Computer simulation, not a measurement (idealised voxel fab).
You're looking at the process module voxel gate over fins.
In the cross-section labelled cut, the width is 225 nm and each square cell is 5 nm.
Cross-section layout: square cells on a grid; listed as bands, top to bottom; a band spans one or more cell rows.
Heights first: top, then bottom, in nm. Then materials, left to right, each with a width in nm. "edge to edge" on a single material: fills the band edge to edge. "empty": empty space.
Heads up on the height convention: 0 is the point under which the incoming wafer is all one material, and the lowest band has no bottom, it just keeps going down, like "0 nm and below".
Note: "30->40" means the width goes from the first number (top row of the band) to the second number (bottom row) in equal steps per row of cells.
Step marked "nothing got changed"? Then no cell in the cross-section changed in it.
Heads up: "Catalogued sealed voids" only lists the empty pockets with no open path to the top that are 8 cells or more, and it writes them as width x height at distance, distance from the left edge, in nm.
Formally, on a step line, whatever follows the settings is a remark that the simulator itself makes on the step.
For masked steps, "overlay nm" on the step line gives how far right of plan the mask actually lay; a minus sign means it lay to the left.

The following list gives the planned process steps:
1,RECEIVE with material Si
2,CONFORMAL_DEP with material SiN, thk nm 5
3,PATTERN with tone cover, mask id FINS, material resist, width nm 15, pitch nm 45, thk nm 15, overlay nm 0
4,DIRECTIONAL_ETCH with etch materials SiN, depth nm 5
5,DIRECTIONAL_ETCH with etch materials Si, depth nm 30
6,STRIP with etch materials resist
7,OXIDIZE with depth nm 5
8,FILL_DEP with material SiO2, thk nm 10
9,CMP with height nm 5
10,SELECTIVE_ETCH with etch materials SiO2, depth nm 20
11,STRIP with etch materials SiN
12,CONFORMAL_DEP with material HfO2, thk nm 5
13,CONFORMAL_DEP with material TiN, thk nm 5
14,CONFORMAL_DEP with material TiAl, thk nm 5
15,CONFORMAL_DEP with material TiN, thk nm 5
16,FILL_DEP with material W, thk nm 15
17,CMP with height nm 30
18,CONFORMAL_DEP with material SiCN, thk nm 5

Incoming wafer in cross-section (state: after step 1):
	0 nm and below | Si edge to edge
	Catalogued sealed voids: none

Figure: cross-sectional view of the wafer upon completion of the module, processed from the initial state and according to the plan depicted above, with one error introduced during execution:
	35 nm to 30 nm | SiCN edge to edge
	30 nm to 20 nm | W edge to edge
	20 nm to 15 nm | W 20 nm; HfO2 180 nm; W 25 nm
	15 nm to 10 nm | W 20 nm; HfO2 5 nm; TiAl 35 nm; HfO2 10 nm; TiAl 35 nm; HfO2 10 nm; TiAl 35 nm; HfO2 10 nm; TiAl 35 nm; HfO2 5 nm; W 25 nm
	10 nm to 5 nm | W 20 nm; HfO2 5 nm; TiAl 5 nm; TiN 25 nm; TiAl 5 nm; HfO2 10 nm; TiAl 5 nm; TiN 25 nm; TiAl 5 nm; HfO2 10 nm; TiAl 5 nm; TiN 25 nm; TiAl 5 nm; HfO2 10 nm; TiAl 5 nm; TiN 25 nm; TiAl 5 nm; HfO2 5 nm; W 25 nm
	5 nm to 0 nm | HfO2 25 nm; TiAl 5 nm; TiN 5 nm; HfO2 15 nm; TiN 5 nm; TiAl 5 nm; HfO2 10 nm; TiAl 5 nm; TiN 5 nm; HfO2 15 nm; TiN 5 nm; TiAl 5 nm; HfO2 10 nm; TiAl 5 nm; TiN 5 nm; HfO2 15 nm; TiN 5 nm; TiAl 5 nm; HfO2 10 nm; TiAl 5 nm; TiN 5 nm; HfO2 15 nm; TiN 5 nm; TiAl 5 nm; HfO2 30 nm
	0 nm to -5 nm | TiAl 30 nm; TiN 5 nm; HfO2 5 nm; Si 5 nm; HfO2 5 nm; TiN 5 nm; TiAl 20 nm; TiN 5 nm; HfO2 5 nm; Si 5 nm; HfO2 5 nm; TiN 5 nm; TiAl 20 nm; TiN 5 nm; HfO2 5 nm; Si 5 nm; HfO2 5 nm; TiN 5 nm; TiAl 20 nm; TiN 5 nm; HfO2 5 nm; Si 5 nm; HfO2 5 nm; TiN 5 nm; TiAl 35 nm
	-5 nm to -10 nm | TiN 35 nm; HfO2 5 nm; Si 5 nm; HfO2 5 nm; TiN 30 nm; HfO2 5 nm; Si 5 nm; HfO2 5 nm; TiN 30 nm; HfO2 5 nm; Si 5 nm; HfO2 5 nm; TiN 30 nm; HfO2 5 nm; Si 5 nm; HfO2 5 nm; TiN 40 nm
	-10 nm to -15 nm | HfO2 40 nm; Si 5 nm; HfO2 40 nm; Si 5 nm; HfO2 40 nm; Si 5 nm; HfO2 40 nm; Si 5 nm; HfO2 45 nm
	-15 nm to -35 nm | SiO2 40 nm; Si 5 nm; SiO2 40 nm; Si 5 nm; SiO2 40 nm; Si 5 nm; SiO2 40 nm; Si 5 nm; SiO2 45 nm
	-35 nm and below | Si edge to edge
	Catalogued sealed voids: none
Deviation noted in wafer processing: heads up, step 15 didn't go per plan, it actually ran as CONFORMAL_DEP with material HfO2, thk nm 5
